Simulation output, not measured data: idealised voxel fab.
A process module follows: voxel transistor to metal.
In the cross-section labelled cut, the width is 155 nm and each square cell is 5 nm.
Cross-section spec: square-cell grid; bands listed top down; each band is one or more rows. Basically the band line says how high the top is and how high the bottom is, in nm, and then what's in it from left to right, every material with its width in nm. Empty space shows up as "empty", and if a single material carries "edge to edge" it runs the full band edge to edge. Height 0 is the level under which the wafer as received is all one material. The lowest band goes on downwards, as in "0 nm and below". When a width is written as two numbers, as in "30->40", the first number is the width in the top row of cells of the band and the second is the width in its bottom row, and the width changes by the same amount from each row to the next. Step note "identical to before" = no cross-section cell changed. "Unvented internal voids" - sealed voids, min. 8 cells, no opening to top; format: width x height at distance (distance from left edge; nm throughout). Past the settings on a step's line: simulator remark, on that step. overlay nm: where the mask lay relative to plan, measured to the right, on steps with a mask; negatives go left.
This section lists the process steps that were planned
- 1: RECEIVE: material Si
- 2: OXIDIZE: depth nm 5
- 3: CONFORMAL_DEP: material SiN, thk nm 10
- 4: PATTERN: tone cover, mask id ACTIVE, material resist, width nm 110, thk nm 15, overlay nm 0
- 5: DIRECTIONAL_ETCH: etch materials SiN, depth nm 10
- 6: DIRECTIONAL_ETCH: etch materials SiO2, depth nm 5
- 7: DIRECTIONAL_ETCH: etch materials Si, depth nm 20
- 8: STRIP: etch materials resist
- 9: OXIDIZE: depth nm 5
- 10: FILL_DEP: material SiO2, thk nm 5
- 11: CMP: height nm 10
- 12: SELECTIVE_ETCH: etch materials SiO2, depth nm 5
- 13: STRIP: etch materials SiN
- 14: SELECTIVE_ETCH: etch materials SiO2, depth nm 5
- 15: OXIDIZE: depth nm 5
- 16: DIRECTIONAL_DEP: material polySi, thk nm 25
- 17: DIRECTIONAL_DEP: material SiCN, thk nm 15
- 18: DIRECTIONAL_DEP: material aC, thk nm 10
- 19: PATTERN: tone cover, mask id GATE, material resist, width nm 30, thk nm 30, overlay nm 0
- 20: DIRECTIONAL_ETCH: etch materials aC, depth nm 10
- 21: STRIP: etch materials resist
- 22: DIRECTIONAL_ETCH: etch materials SiCN, depth nm 25
- 23: DIRECTIONAL_ETCH: etch materials polySi, depth nm 35
- 24: STRIP: etch materials aC
- 25: CONFORMAL_DEP: material SiO2, thk nm 5
- 26: DIRECTIONAL_ETCH: etch materials SiO2, depth nm 5
- 27: CONFORMAL_DEP: material SiN, thk nm 5
- 28: DIRECTIONAL_ETCH: etch materials SiN, depth nm 5
- 29: DIRECTIONAL_ETCH: etch materials SiO2, depth nm 5
- 30: DIRECTIONAL_ETCH: etch materials Si, depth nm 5
- 31: EPI: material pSi, thk nm 10
- 32: FILL_DEP: material SiO2, thk nm 5
- 33: CMP: height nm 20
- 34: STRIP: etch materials polySi
- 35: SELECTIVE_ETCH: etch materials SiO2, depth nm 5
- 36: CONFORMAL_DEP: material HfO2, thk nm 5
- 37: CONFORMAL_DEP: material TiN, thk nm 5
- 38: FILL_DEP: material W, thk nm 5
- 39: CMP: height nm 15
- 40: DIRECTIONAL_DEP: material SiO2, thk nm 10
- 41: PATTERN: tone open, mask id CONTACT, material resist, width nm 20, pitch nm 80, thk nm 20, overlay nm 0
- 42: DIRECTIONAL_ETCH: etch materials SiO2, depth nm 30
- 43: STRIP: etch materials resist
- 44: CONFORMAL_DEP: material TiN, thk nm 5
- 45: FILL_DEP: material W, thk nm 10
- 46: CMP: height nm 25
- 47: DIRECTIONAL_DEP: material TiN, thk nm 5
- 48: DIRECTIONAL_DEP: material W, thk nm 25
- 49: PATTERN: tone cover, mask id METAL_1, material resist, width nm 20, pitch nm 80, thk nm 20, overlay nm 0
- 50: DIRECTIONAL_ETCH: etch materials W, depth nm 25
- 51: DIRECTIONAL_ETCH: etch materials TiN, depth nm 5
- 52: STRIP: etch materials resist
- 53: CONFORMAL_DEP: material SiN, thk nm 5
- 54: FILL_DEP: material SiO2, thk nm 5
- 55: CMP: height nm 55
- 56: CONFORMAL_DEP: material SiCN, thk nm 5
- 57: DIRECTIONAL_DEP: material SiO2, thk nm 35
- 58: DIRECTIONAL_DEP: material aC, thk nm 10
- 59: PATTERN: tone open, mask id METAL_2, material resist, width nm 20, pitch nm 80, thk nm 30, overlay nm 0
- 60: DIRECTIONAL_ETCH: etch materials aC, depth nm 10
- 61: STRIP: etch materials resist
- 62: DIRECTIONAL_ETCH: etch materials SiO2, depth nm 20
- 63: STRIP: etch materials aC
- 64: DIRECTIONAL_DEP: material aC, thk nm 15
- 65: PATTERN: tone open, mask id METAL_2_HOLES, material resist, width nm 15, pitch nm 80, thk nm 30, overlay nm 0
- 66: DIRECTIONAL_ETCH: etch materials aC, depth nm 15
- 67: STRIP: etch materials resist
- 68: DIRECTIONAL_ETCH: etch materials SiO2, depth nm 15
- 69: DIRECTIONAL_ETCH: etch materials SiCN, depth nm 5
- 70: STRIP: etch materials aC
- 71: CONFORMAL_DEP: material TiN, thk nm 5
- 72: FILL_DEP: material Cu, thk nm 10
- 73: CMP: height nm 95
- 74: CONFORMAL_DEP: material SiCN, thk nm 5
Wafer cross-section on receipt, i.e. after step 1
  0 nm and below  Si edge to edge
  Unvented internal voids: none
Here's the wafer cut in cross-section after the module, started and planned just like above, except one thing was done wrong in the run
  100 nm to 95 nm  SiCN edge to edge
  95 nm to 80 nm  25 SiO2; 5 TiN; 10 Cu; 5 TiN; 60 SiO2; 5 TiN; 10 Cu; 5 TiN; 30 SiO2
  80 nm to 75 nm  25 SiO2; 5 TiN; 5 Cu; 10 TiN; 60 SiO2; 5 TiN; 5 Cu; 10 TiN; 30 SiO2
  75 nm to 60 nm  25 SiO2; 5 TiN; 5 Cu; 5 TiN; 65 SiO2; 5 TiN; 5 Cu; 5 TiN; 35 SiO2
  60 nm to 55 nm  25 SiCN; 15 TiN; 65 SiCN; 15 TiN; 35 SiCN
  55 nm to 30 nm  20 SiO2; 5 SiN; 20 W; 5 SiN; 50 SiO2; 5 SiN; 20 W; 5 SiN; 25 SiO2
  30 nm to 25 nm  25 SiN; 20 TiN; 60 SiN; 20 TiN; 30 SiN
  25 nm to 15 nm  25 SiO2; 5 SiN; 10 W; 5 SiN; 60 SiO2; 5 SiN; 10 W; 5 SiN; 30 SiO2
  15 nm to 5 nm  25 SiO2; 5 SiN; 10 W; 5 SiN; 5 SiO2; 5 SiN; 5 HfO2; 5 TiN; 20 W; 5 TiN; 5 HfO2; 5 SiN; 5 SiO2; 5 SiN; 10 W; 5 SiN; 30 SiO2
  5 nm to 0 nm  25 SiO2; 5 SiN; 5 W; 10 SiN; 5 SiO2; 5 SiN; 5 HfO2; 5 TiN; 20 W; 5 TiN; 5 HfO2; 5 SiN; 5 SiO2; 10 SiN; 5 W; 5 SiN; 30 SiO2
  0 nm to -5 nm  20 SiO2; 20 SiN; 10 pSi; 5 SiN; 5 HfO2; 30 TiN; 5 HfO2; 5 SiN; 10 pSi; 20 SiN; 25 SiO2
  -5 nm to -10 nm  25 SiO2; 25 pSi; 5 SiO2; 40 HfO2; 5 SiO2; 25 pSi; 30 SiO2
  -10 nm to -15 nm  25 SiO2; 25 pSi; 50 Si; 25 pSi; 30 SiO2
  -15 nm to -30 nm  25 SiO2; 100 Si; 30 SiO2
  -30 nm and below  Si edge to edge
  Unvented internal voids: none
Diagnosis: so step 44 ended up running with a different setting than we planned, it ran as CONFORMAL_DEP: material SiN, thk nm 5
